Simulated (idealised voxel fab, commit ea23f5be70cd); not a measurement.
The document below concerns the process module designated voxel air gaps.
The figure presents cross-section cut, which has a width of 170 nm and is divided into square cells with an edge length of 5 nm.
Bands, listed from the top down, are how a cross-section gets written in this document; the cross-section itself is a grid of square cells, and a band is one or more rows of them.
Heights first: top, then bottom, in nm. Then materials, left to right, each with a width in nm. "throughout" on a single material: fills the band edge to edge. "blank": empty space.
It should be noted that heights are counted from 0, beneath which the wafer as supplied is of one material throughout, and that the lowest band possesses no lower boundary but continues downward, as written in "0 -> down".
It should be noted that a width expressed as "30->40" varies in equal increments from row to row of cells within the band, taking the value of the first number at the top row and that of the second number at the bottom row.
Where the words "no alteration" appear for a step, the cross-section shows no cell changed by that step; every cell remained as before.
Fully closed voids: empty space of 8 cells or more with no open way to the top, each as width x height at its distance from the left edge, in nm
That trailing text on a step's line, after the settings, is the simulator's own remark on the step.
Among the settings permitted on a step's line is "overlay nm"; applied to a step with a mask, it specifies the extent to which the mask lay to the right of its planned position, whereas a negative figure signifies a position to the left.

Process steps foreseen in the plan:
1: RECEIVE | material Si
2: CONFORMAL_DEP | material SiO2 | thk nm 15
3: CONFORMAL_DEP | material SiCN | thk nm 5
4: DIRECTIONAL_DEP | material lowk | thk nm 30
5: MASKED_ETCH | tone open | mask id LINES | width nm 15 | pitch nm 45 | etch materials lowk | depth nm 30 | overlay nm 0
6: CONFORMAL_DEP | material TiN | thk nm 5
7: FILL_DEP | material Cu | thk nm 10
8: CMP | height nm 50
9: EPI | material Ru | thk nm 10
10: SELECTIVE_ETCH | etch materials lowk | depth nm 40
11: CONFORMAL_DEP | material SiCN | thk nm 5

First of two wafers, processed according to plan:

Shown in cross-section is the wafer as received, that is, as it stands after step 1:
* 0 -> down  Si throughout
* Fully closed voids: none

Cross-section: wafer state after step 2:
* 15 -> 0  SiO2 throughout
* Under the height 0 nothing was changed.

Cross-section: wafer state after step 3:
* 20 -> 15  SiCN throughout
* Under the height 15 nothing was changed.

Cross-section: wafer state after step 4:
* 50 -> 20  lowk throughout
* Under the height 20 nothing was changed.

Cross-section: wafer state after step 5:
* 50 -> 20  lowk=30, blank=15, lowk=30, blank=15, lowk=30, blank=15, lowk=35
* Under the height 20 nothing was changed.

Cross-section: wafer state after step 6:
* 55 -> 50  TiN=35, blank=5, TiN=40, blank=5, TiN=40, blank=5, TiN=40
* 50 -> 25  lowk=30, TiN=5, blank=5, TiN=5, lowk=30, TiN=5, blank=5, TiN=5, lowk=30, TiN=5, blank=5, TiN=5, lowk=35
* 25 -> 20  lowk=30, TiN=15, lowk=30, TiN=15, lowk=30, TiN=15, lowk=35
* Under the height 20 nothing was changed.

Cross-section: wafer state after step 7:
* 65 -> 55  Cu throughout
* 55 -> 50  TiN=35, Cu=5, TiN=40, Cu=5, TiN=40, Cu=5, TiN=40
* 50 -> 25  lowk=30, TiN=5, Cu=5, TiN=5, lowk=30, TiN=5, Cu=5, TiN=5, lowk=30, TiN=5, Cu=5, TiN=5, lowk=35
* Under the height 25 nothing was changed.

Cross-section: wafer state after step 8:
* 50 -> 25  lowk=30, TiN=5, Cu=5, TiN=5, lowk=30, TiN=5, Cu=5, TiN=5, lowk=30, TiN=5, Cu=5, TiN=5, lowk=35
* Under the height 25 nothing was changed.

Cross-section: wafer state after step 9:
* 60 -> 50  blank=20, Ru=35, blank=10, Ru=35, blank=10, Ru=35, blank=25
* Under the height 50 nothing was changed.

Cross-section: wafer state after step 10:
* 60 -> 50  blank=20, Ru=35, blank=10, Ru=35, blank=10, Ru=35, blank=25
* 50 -> 25  blank=30, TiN=5, Cu=5, TiN=5, blank=30, TiN=5, Cu=5, TiN=5, blank=30, TiN=5, Cu=5, TiN=5, blank=35
* 25 -> 20  blank=30, TiN=15, blank=30, TiN=15, blank=30, TiN=15, blank=35
* Under the height 20 nothing was changed.

Cross-section: wafer state after step 11:
* 65 -> 60  blank=15, SiCN=135, blank=20
* 60 -> 50  blank=15, SiCN=5, Ru=35, SiCN=10, Ru=35, SiCN=10, Ru=35, SiCN=5, blank=20
* 50 -> 45  blank=15, SiCN=15, TiN=5, Cu=5, TiN=5, SiCN=30, TiN=5, Cu=5, TiN=5, SiCN=30, TiN=5, Cu=5, TiN=5, SiCN=15, blank=20
* 45 -> 25  blank=25, SiCN=5, TiN=5, Cu=5, TiN=5, SiCN=5, blank=20, SiCN=5, TiN=5, Cu=5, TiN=5, SiCN=5, blank=20, SiCN=5, TiN=5, Cu=5, TiN=5, SiCN=5, blank=30
* 25 -> 20  SiCN=30, TiN=15, SiCN=30, TiN=15, SiCN=30, TiN=15, SiCN=35
* Under the height 20 nothing was changed.
* Fully closed voids: 20 x 20 at 50; 20 x 20 at 95

Second Wafer (Identical Start and Plan, One Processing Error; Matches First Wafer Through Step 4):

Cross-sectional view of the second wafer at the intended end time of process step 5:
* 50 -> 20  blank=30, lowk=15, blank=30, lowk=15, blank=30, lowk=15, blank=35
* Under the height 20 nothing was changed.

Cross-sectional view of the second wafer at the intended end time of process step 6:
* 55 -> 50  blank=25, TiN=25, blank=20, TiN=25, blank=20, TiN=25, blank=30
* 50 -> 25  blank=25, TiN=5, lowk=15, TiN=5, blank=20, TiN=5, lowk=15, TiN=5, blank=20, TiN=5, lowk=15, TiN=5, blank=30
* 25 -> 20  TiN=30, lowk=15, TiN=30, lowk=15, TiN=30, lowk=15, TiN=35
* Under the height 20 nothing was changed.

Cross-sectional view of the second wafer at the intended end time of process step 7:
* 65 -> 55  Cu throughout
* 55 -> 50  Cu=25, TiN=25, Cu=20, TiN=25, Cu=20, TiN=25, Cu=30
* 50 -> 25  Cu=25, TiN=5, lowk=15, TiN=5, Cu=20, TiN=5, lowk=15, TiN=5, Cu=20, TiN=5, lowk=15, TiN=5, Cu=30
* Under the height 25 nothing was changed.

Cross-sectional view of the second wafer at the intended end time of process step 8:
* 50 -> 25  Cu=25, TiN=5, lowk=15, TiN=5, Cu=20, TiN=5, lowk=15, TiN=5, Cu=20, TiN=5, lowk=15, TiN=5, Cu=30
* Under the height 25 nothing was changed.

Cross-sectional view of the second wafer at the intended end time of process step 9:
* 60 -> 50  Ru throughout
* Under the height 50 nothing was changed.

Cross-sectional view of the second wafer at the intended end time of process step 10: no alteration

Cross-sectional view of the second wafer at the intended end time of process step 11:
* 65 -> 60  SiCN throughout
* Under the height 60 nothing was changed.
In executing the process, a mistake was made relative to the plan: step 5, actual vs plan mismatch, actual run MASKED_ETCH | tone cover | mask id LINES | width nm 15 | pitch nm 45 | etch materials lowk | depth nm 30 | overlay nm 0
End of process, cell counts, second wafer against first, materials with more or fewer: Cu +80 | Ru +26 | SiCN -72 | TiN +16 | lowk +54
Closed void count at end of process - first wafer: 2; second wafer: 0.
